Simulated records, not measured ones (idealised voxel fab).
process module | voxel spacer lines
Section cut is 150 nm wide and gridded with 5 nm square cells.
Cross-section = grid of square cells, listed top down in bands; band = one or more rows.
Band: top and bottom heights (nm) first, top before bottom; then materials from left to right, widths in nm. "everywhere" marks a sole material filling the band edge to edge. "empty" denotes empty space.
The level at which height equals 0 is the one under which the wafer, as it arrives, is entirely one material. No lower edge exists for the bottom band, which continues downward and is notated as in "0 -> down".
The width entry "30->40" should be interpreted row by row: the top row of cells in the band takes the first number, the bottom row takes the second number, and the change between adjacent rows is uniform throughout.
A step reported as "left unchanged" is a step in which no cell of the cross-section changed.
"Closed void table" lists enclosed empty spaces (at least 8 cells, no open path upward to the top), each as width x height at distance from the left edge, in nm.
That trailing text on a step's line, after the settings, is the simulator's own remark on the step.
The line of a step may include "overlay nm". On a step with a mask, this value is how far to the right of its planned place the mask lay. A negative value means the mask lay to the left.

## Here's what the planned process steps look like
1) RECEIVE,material Si
2) CONFORMAL_DEP,material Al2O3,thk nm 10
3) DIRECTIONAL_DEP,material SiN,thk nm 10
4) DIRECTIONAL_DEP,material polySi,thk nm 25
5) PATTERN,tone cover,mask id MANDREL,material resist,width nm 15,pitch nm 60,thk nm 30,overlay nm 0
6) DIRECTIONAL_ETCH,etch materials polySi,depth nm 25
7) STRIP,etch materials resist
8) CONFORMAL_DEP,material SiO2,thk nm 15
9) DIRECTIONAL_ETCH,etch materials SiO2,depth nm 15
10) STRIP,etch materials polySi
11) DIRECTIONAL_ETCH,etch materials SiN,depth nm 10
12) STRIP,etch materials SiO2
13) FILL_DEP,material SiO2,thk nm 10
14) CMP,height nm 20

## Delivered wafer in cross-section: state after step 1
  0 -> down: Si everywhere
  Closed void table: none

## Cross-sectional image of the first of two wafers at the end of the module, the run having proceeded as planned
  20 -> 10: SiO2: 20, SiN: 15, SiO2: 15, SiN: 15, SiO2: 15, SiN: 15, SiO2: 15, SiN: 15, SiO2: 25
  10 -> 0: Al2O3 everywhere
  0 -> down: Si everywhere
  Closed void table: none

## Second wafer of the two, sectioned at the end of the module. It began like the first and followed the same plan, but one mistake was made while running it
  20 -> 10: SiO2: 10, SiN: 15, SiO2: 15, SiN: 15, SiO2: 15, SiN: 15, SiO2: 15, SiN: 15, SiO2: 35
  10 -> 0: Al2O3 everywhere
  0 -> down: Si everywhere
  Closed void table: none
what went wrong: it should be noted that step 5 was executed with settings other than those planned, the operation and settings actually applied being PATTERN,tone cover,mask id MANDREL,material resist,width nm 15,pitch nm 60,thk nm 30,overlay nm -10
End check, second vs first wafer: material counts in cells match, positions do not.
